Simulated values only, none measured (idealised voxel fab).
process module | voxel capacitor over wiring
cross-section cut | 275 nm wide | cells 5 nm
A cross-section is a grid of square cells, given in bands from the top down. A band is one or more rows of cells.
Each band's line starts with the height of the band's top and of its bottom, in nm. Then come its materials from left to right, each with its width in nm. One material with "throughout" fills the band from edge to edge. "air" is empty space.
Height 0 is the level under which the wafer as received is all one material. The lowest band goes on downwards, as in "0 down".
A width such as "30 to 40" changes by the same amount from each row of cells to the next, from the band's top row to its bottom row.
"no change" after a step means that no cell of the cross-section changed.
closed voids: empty space of 8 cells or more with no open way to the top, each as width x height at its distance from the left edge, in nm
after a step's settings: what the simulator itself notes on the step
overlay nm, on a step with a mask: how far to the right of its planned place the mask lay; to the left if negative
plan
1 op RECEIVE | material Si
2 op CONFORMAL_DEP | material SiO2 | thk nm 15
3 op DIRECTIONAL_DEP | material TiN | thk nm 5
4 op DIRECTIONAL_DEP | material W | thk nm 20
5 op MASKED_ETCH | tone cover | mask id METAL_1 | width nm 30 | pitch nm 95 | etch materials W | depth nm 20 | overlay nm 0
6 op MASKED_ETCH | tone cover | mask id METAL_1 | width nm 30 | pitch nm 95 | etch materials TiN | depth nm 5 | overlay nm 0
7 op CONFORMAL_DEP | material SiCN | thk nm 5
8 op FILL_DEP | material lowk | thk nm 10
9 op CMP | height nm 40
10 op CONFORMAL_DEP | material SiCN | thk nm 5
11 op DIRECTIONAL_DEP | material SiO2 | thk nm 15
12 op PATTERN | tone open | mask id PLUG_1 | material resist | width nm 15 | thk nm 20 | overlay nm 0
13 op DIRECTIONAL_ETCH | etch materials SiO2 | depth nm 15
14 op DIRECTIONAL_ETCH | etch materials SiCN | depth nm 5
15 op STRIP | etch materials resist
16 op CONFORMAL_DEP | material TiN | thk nm 5
17 op FILL_DEP | material Cu | thk nm 5
18 op CMP | height nm 60
19 op DIRECTIONAL_DEP | material TiN | thk nm 5
20 op DIRECTIONAL_DEP | material Al2O3 | thk nm 5
21 op DIRECTIONAL_DEP | material TiN | thk nm 10
22 op DIRECTIONAL_DEP | material aC | thk nm 10
23 op PATTERN | tone cover | mask id UPPER_PLATE | material resist | width nm 70 | thk nm 30 | overlay nm 0
24 op DIRECTIONAL_ETCH | etch materials aC | depth nm 10
25 op STRIP | etch materials resist
26 op DIRECTIONAL_ETCH | etch materials TiN | depth nm 10
27 op DIRECTIONAL_ETCH | etch materials Al2O3 | depth nm 5
28 op STRIP | etch materials aC
29 op MASKED_ETCH | tone cover | mask id LOWER_PLATE | width nm 80 | etch materials TiN | depth nm 5 | overlay nm 0
30 op FILL_DEP | material SiO2 | thk nm 20
31 op CMP | height nm 95
32 op DIRECTIONAL_DEP | material aC | thk nm 10
33 op PATTERN | tone open | mask id PLUG_2 | material resist | width nm 15 | thk nm 30 | overlay nm 0
34 op DIRECTIONAL_ETCH | etch materials aC | depth nm 10
35 op STRIP | etch materials resist
36 op DIRECTIONAL_ETCH | etch materials SiO2 | depth nm 15
37 op STRIP | etch materials aC
38 op CONFORMAL_DEP | material TiN | thk nm 5
39 op FILL_DEP | material Ru | thk nm 5
40 op CMP | height nm 95
41 op CONFORMAL_DEP | material SiCN | thk nm 5
first wafer, as planned
as received, after step 1
  0 down: Si throughout
  closed voids: none
after step 2
  15 to 0: SiO2 throughout
  below 0: unchanged
after step 3
  20 to 15: TiN throughout
  below 15: unchanged
after step 4
  40 to 20: W throughout
  below 20: unchanged
after step 5
  40 to 20: air 75 | W 30 | air 65 | W 30 | air 75
  below 20: unchanged
after step 6
  40 to 20: air 75 | W 30 | air 65 | W 30 | air 75
  20 to 15: air 75 | TiN 30 | air 65 | TiN 30 | air 75
  below 15: unchanged
after step 7
  45 to 40: air 70 | SiCN 40 | air 55 | SiCN 40 | air 70
  40 to 20: air 70 | SiCN 5 | W 30 | SiCN 5 | air 55 | SiCN 5 | W 30 | SiCN 5 | air 70
  20 to 15: SiCN 75 | TiN 30 | SiCN 65 | TiN 30 | SiCN 75
  below 15: unchanged
after step 8
  55 to 45: lowk throughout
  45 to 40: lowk 70 | SiCN 40 | lowk 55 | SiCN 40 | lowk 70
  40 to 20: lowk 70 | SiCN 5 | W 30 | SiCN 5 | lowk 55 | SiCN 5 | W 30 | SiCN 5 | lowk 70
  below 20: unchanged
after step 9
  40 to 20: lowk 70 | SiCN 5 | W 30 | SiCN 5 | lowk 55 | SiCN 5 | W 30 | SiCN 5 | lowk 70
  below 20: unchanged
after step 10
  45 to 40: SiCN throughout
  below 40: unchanged
after step 11
  60 to 45: SiO2 throughout
  below 45: unchanged
after step 12
  80 to 60: resist 90 | air 15 | resist 170
  below 60: unchanged
after step 13
  80 to 60: resist 90 | air 15 | resist 170
  60 to 45: SiO2 90 | air 15 | SiO2 170
  below 45: unchanged
after step 14
  80 to 60: resist 90 | air 15 | resist 170
  60 to 45: SiO2 90 | air 15 | SiO2 170
  45 to 40: SiCN 90 | air 15 | SiCN 170
  below 40: unchanged
after step 15
  60 to 45: SiO2 90 | air 15 | SiO2 170
  below 45: unchanged
after step 16
  65 to 60: TiN 95 | air 5 | TiN 175
  60 to 45: SiO2 90 | TiN 5 | air 5 | TiN 5 | SiO2 170
  45 to 40: SiCN 90 | TiN 15 | SiCN 170
  below 40: unchanged
after step 17
  70 to 65: Cu throughout
  65 to 60: TiN 95 | Cu 5 | TiN 175
  60 to 45: SiO2 90 | TiN 5 | Cu 5 | TiN 5 | SiO2 170
  below 45: unchanged
after step 18
  60 to 45: SiO2 90 | TiN 5 | Cu 5 | TiN 5 | SiO2 170
  below 45: unchanged
after step 19
  65 to 60: TiN throughout
  below 60: unchanged
after step 20
  70 to 65: Al2O3 throughout
  below 65: unchanged
after step 21
  80 to 70: TiN throughout
  below 70: unchanged
after step 22
  90 to 80: aC throughout
  below 80: unchanged
after step 23
  120 to 90: air 90 | resist 70 | air 115
  below 90: unchanged
after step 24
  110 to 90: air 90 | resist 70 | air 115
  90 to 80: air 90 | aC 70 | air 115
  below 80: unchanged
after step 25
  90 to 80: air 90 | aC 70 | air 115
  below 80: unchanged
after step 26
  90 to 80: air 90 | aC 70 | air 115
  80 to 70: air 90 | TiN 70 | air 115
  below 70: unchanged
after step 27
  90 to 80: air 90 | aC 70 | air 115
  80 to 70: air 90 | TiN 70 | air 115
  70 to 65: air 90 | Al2O3 70 | air 115
  below 65: unchanged
after step 28
  80 to 70: air 90 | TiN 70 | air 115
  below 70: unchanged
after step 29
  80 to 70: air 90 | TiN 70 | air 115
  70 to 65: air 90 | Al2O3 70 | air 115
  65 to 60: air 85 | TiN 80 | air 110
  below 60: unchanged
after step 30
  100 to 80: SiO2 throughout
  80 to 70: SiO2 90 | TiN 70 | SiO2 115
  70 to 65: SiO2 90 | Al2O3 70 | SiO2 115
  65 to 60: SiO2 85 | TiN 80 | SiO2 110
  below 60: unchanged
after step 31
  95 to 80: SiO2 throughout
  below 80: unchanged
after step 32
  105 to 95: aC throughout
  below 95: unchanged
after step 33
  135 to 105: resist 100 | air 15 | resist 160
  below 105: unchanged
after step 34
  125 to 105: resist 100 | air 15 | resist 160
  105 to 95: aC 100 | air 15 | aC 160
  below 95: unchanged
after step 35
  105 to 95: aC 100 | air 15 | aC 160
  below 95: unchanged
after step 36
  105 to 95: aC 100 | air 15 | aC 160
  95 to 80: SiO2 100 | air 15 | SiO2 160
  below 80: unchanged
after step 37
  95 to 80: SiO2 100 | air 15 | SiO2 160
  below 80: unchanged
after step 38
  100 to 95: TiN 105 | air 5 | TiN 165
  95 to 85: SiO2 100 | TiN 5 | air 5 | TiN 5 | SiO2 160
  85 to 80: SiO2 100 | TiN 15 | SiO2 160
  below 80: unchanged
after step 39
  105 to 100: Ru throughout
  100 to 95: TiN 105 | Ru 5 | TiN 165
  95 to 85: SiO2 100 | TiN 5 | Ru 5 | TiN 5 | SiO2 160
  below 85: unchanged
after step 40
  95 to 85: SiO2 100 | TiN 5 | Ru 5 | TiN 5 | SiO2 160
  below 85: unchanged
after step 41
  100 to 95: SiCN throughout
  below 95: unchanged
second wafer: like start, like plan, one mistake. Through step 32 it matches the first wafer
when step 33 should have ended
  135 to 105: air 100 | resist 15 | air 160
  below 105: unchanged
when step 34 should have ended
  125 to 105: air 100 | resist 15 | air 160
  105 to 95: air 100 | aC 15 | air 160
  below 95: unchanged
when step 35 should have ended
  105 to 95: air 100 | aC 15 | air 160
  below 95: unchanged
when step 36 should have ended
  105 to 95: air 100 | aC 15 | air 160
  95 to 80: air 100 | SiO2 15 | air 160
  below 80: unchanged
when step 37 should have ended
  95 to 80: air 100 | SiO2 15 | air 160
  below 80: unchanged
when step 38 should have ended
  100 to 95: air 95 | TiN 25 | air 155
  95 to 85: air 95 | TiN 5 | SiO2 15 | TiN 5 | air 155
  85 to 80: TiN 100 | SiO2 15 | TiN 160
  below 80: unchanged
when step 39 should have ended
  105 to 100: Ru throughout
  100 to 95: Ru 95 | TiN 25 | Ru 155
  95 to 85: Ru 95 | TiN 5 | SiO2 15 | TiN 5 | Ru 155
  below 85: unchanged
when step 40 should have ended
  95 to 85: Ru 95 | TiN 5 | SiO2 15 | TiN 5 | Ru 155
  below 85: unchanged
when step 41 should have ended
  100 to 95: SiCN throughout
  below 95: unchanged
what went wrong: step 33 ran as: op PATTERN | tone cover | mask id PLUG_2 | material resist | width nm 15 | thk nm 30 | overlay nm 0
at the end the second wafer has, in cells: 98 more of Ru | 147 fewer of SiO2 | 49 more of TiN
